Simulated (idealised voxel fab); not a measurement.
Presented below is a process module, voxel trench capacitor.
Section shown: cut. Width: 260 nm. Cell size: 5 nm, square.
In this document a cross-section is written as a grid of square cells. It is given as a series of bands, listed from the top down, and a band is one or more rows of cells.
Top height, bottom height, nm. Materials left to right, width each, nm. Single material + "all across" = fills band edge to edge. "blank" = empty.
Height reference: 0 = level under which incoming wafer is all one material. Lowest band: no bottom, runs on downward, e.g. "0 nm and below".
A two-number width, for instance "30..40", indicates that the width is equal to the first number in the top row of the band and to the second number in the bottom row, and that it changes by a constant amount per row of cells.
Any step labelled "identical to before" changed none of the cells in the cross-section.
Reported under the label "Closed cavities" are the empty spaces having no open way to the top and comprising 8 cells or more; the notation for each is width x height at distance, in which the distance is measured from the left edge and all three values are in nm.
Read whatever lies past the settings on a step's line as the simulator's own remark about the step.
overlay nm: mask offset rightward from planned place, masked step; negative means leftward offset.

# Process steps - plan
1) op RECEIVE | material Si
2) op CONFORMAL_DEP | material SiN | thk nm 5
3) op DIRECTIONAL_DEP | material aC | thk nm 15
4) op PATTERN | tone open | mask id TRENCH | material resist | width nm 25 | pitch nm 45 | thk nm 30 | overlay nm 0
5) op DIRECTIONAL_ETCH | etch materials aC | depth nm 15
6) op STRIP | etch materials resist
7) op DIRECTIONAL_ETCH | etch materials SiN | depth nm 5
8) op DIRECTIONAL_ETCH | etch materials Si | depth nm 35
9) op STRIP | etch materials aC
10) op CONFORMAL_DEP | material Al2O3 | thk nm 5
11) op FILL_DEP | material polySi | thk nm 10
12) op CMP | height nm 5

# As-received state of the wafer in cross-section, equivalent to post-step 1
    0 nm and below  Si all across
    Closed cavities: none

# One mistake in running the module, otherwise start and plan as above: cross-section at the end
    5 nm to 0 nm  65 nm polySi, then 5 nm Al2O3, then 25 nm SiN, then 5 nm Al2O3, then 10 nm polySi, then 5 nm Al2O3, then 25 nm SiN, then 5 nm Al2O3, then 10 nm polySi, then 5 nm Al2O3, then 25 nm SiN, then 5 nm Al2O3, then 70 nm polySi
    0 nm to -30 nm  65 nm polySi, then 5 nm Al2O3, then 25 nm Si, then 5 nm Al2O3, then 10 nm polySi, then 5 nm Al2O3, then 25 nm Si, then 5 nm Al2O3, then 10 nm polySi, then 5 nm Al2O3, then 25 nm Si, then 5 nm Al2O3, then 70 nm polySi
    -30 nm to -35 nm  70 nm Al2O3, then 25 nm Si, then 20 nm Al2O3, then 25 nm Si, then 20 nm Al2O3, then 25 nm Si, then 75 nm Al2O3
    -35 nm and below  Si all across
    Closed cavities: none
Processing error: planned and actual differ for step 4; actual: op PATTERN | tone cover | mask id TRENCH | material resist | width nm 25 | pitch nm 45 | thk nm 30 | overlay nm 0
